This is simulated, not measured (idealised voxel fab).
process module | voxel capacitor over wiring
cross-section cut | 255 nm wide | cells 5 nm
A cross-section is a grid of square cells, given in bands from the top down. A band is one or more rows of cells.
Each band's line starts with the height of the band's top and of its bottom, in nm. Then come its materials from left to right, each with its width in nm. One material with "throughout" fills the band from edge to edge. "air" is empty space.
Height 0 is the level under which the wafer as received is all one material. The lowest band goes on downwards, as in "0 down".
A width such as "30 to 40" changes by the same amount from each row of cells to the next, from the band's top row to its bottom row.
"no change" after a step means that no cell of the cross-section changed.
closed voids: empty space of 8 cells or more with no open way to the top, each as width x height at its distance from the left edge, in nm
after a step's settings: what the simulator itself notes on the step
overlay nm, on a step with a mask: how far to the right of its planned place the mask lay; to the left if negative
plan
1 op RECEIVE | material Si
2 op CONFORMAL_DEP | material SiO2 | thk nm 15
3 op DIRECTIONAL_DEP | material TiN | thk nm 5
4 op DIRECTIONAL_DEP | material Ru | thk nm 15
5 op PATTERN | tone cover | mask id METAL_1 | material resist | width nm 30 | pitch nm 95 | thk nm 15 | overlay nm 0
6 op DIRECTIONAL_ETCH | etch materials Ru | depth nm 15
7 op DIRECTIONAL_ETCH | etch materials TiN | depth nm 5
8 op STRIP | etch materials resist
9 op FILL_DEP | material lowk | thk nm 5
10 op CMP | height nm 35
11 op CONFORMAL_DEP | material SiCN | thk nm 5
12 op DIRECTIONAL_DEP | material SiO2 | thk nm 10
13 op MASKED_ETCH | tone open | mask id PLUG_1 | width nm 15 | etch materials SiO2 | depth nm 10 | overlay nm 0
14 op MASKED_ETCH | tone open | mask id PLUG_1 | width nm 15 | etch materials SiCN | depth nm 5 | overlay nm 0
15 op EPI | material Ru | thk nm 10
16 op EPI | material Ru | thk nm 5
17 op DIRECTIONAL_DEP | material TiN | thk nm 5
18 op DIRECTIONAL_DEP | material HfO2 | thk nm 5
19 op DIRECTIONAL_DEP | material TiN | thk nm 5
20 op DIRECTIONAL_DEP | material aC | thk nm 10
21 op PATTERN | tone cover | mask id UPPER_PLATE | material resist | width nm 70 | thk nm 25 | overlay nm 0
22 op DIRECTIONAL_ETCH | etch materials aC | depth nm 10
23 op STRIP | etch materials resist
24 op DIRECTIONAL_ETCH | etch materials TiN | depth nm 5
25 op DIRECTIONAL_ETCH | etch materials HfO2 | depth nm 5
26 op STRIP | etch materials aC
27 op PATTERN | tone cover | mask id LOWER_PLATE | material resist | width nm 80 | thk nm 15 | overlay nm 0
28 op DIRECTIONAL_ETCH | etch materials TiN | depth nm 5
29 op STRIP | etch materials resist
30 op FILL_DEP | material SiO2 | thk nm 15
31 op CMP | height nm 75
32 op PATTERN | tone open | mask id PLUG_2 | material resist | width nm 15 | thk nm 15 | overlay nm 0
33 op DIRECTIONAL_ETCH | etch materials SiO2 | depth nm 10
34 op STRIP | etch materials resist
35 op CONFORMAL_DEP | material TiN | thk nm 5
36 op FILL_DEP | material Cu | thk nm 10
37 op CMP | height nm 75
38 op CONFORMAL_DEP | material SiCN | thk nm 5
as received, after step 1
  0 down: Si throughout
  closed voids: none
first wafer at the end, as planned
  80 to 75: SiCN throughout
  75 to 70: SiO2 90 | TiN 5 | Cu 5 | TiN 5 | SiO2 150
  70 to 60: SiO2 90 to 80 | TiN 15 to 70 | SiO2 150 to 105
  60 to 55: SiO2 80 | HfO2 70 | SiO2 105
  55 to 50: SiO2 75 | TiN 80 | SiO2 100
  50 to 40: SiO2 80 | Ru 15 | SiO2 160
  40 to 35: SiCN 80 | Ru 15 | SiCN 160
  35 to 20: lowk 65 | Ru 30 | lowk 65 | Ru 30 | lowk 65
  20 to 15: lowk 65 | TiN 30 | lowk 65 | TiN 30 | lowk 65
  15 to 0: SiO2 throughout
  0 down: Si throughout
  closed voids: none
second wafer at the end: like start, like plan, one mistake
  80 to 75: SiCN throughout
  75 to 70: SiO2 90 | TiN 5 | Cu 10 | TiN 5 | SiO2 145
  70 to 60: SiO2 90 to 80 | TiN 20 to 70 | SiO2 145 to 105
  60 to 55: SiO2 80 | HfO2 70 | SiO2 105
  55 to 50: SiO2 75 | TiN 80 | SiO2 100
  50 to 40: SiO2 80 | Ru 15 | SiO2 160
  40 to 35: SiCN 80 | Ru 15 | SiCN 160
  35 to 20: lowk 65 | Ru 30 | lowk 65 | Ru 30 | lowk 65
  20 to 15: lowk 65 | TiN 30 | lowk 65 | TiN 30 | lowk 65
  15 to 0: SiO2 throughout
  0 down: Si throughout
  closed voids: none
what went wrong: step 32 ran as: op PATTERN | tone open | mask id PLUG_2 | material resist | width nm 20 | thk nm 15 | overlay nm 0
at the end the second wafer has, in cells: 1 more of Cu | 2 fewer of SiO2 | 1 more of TiN
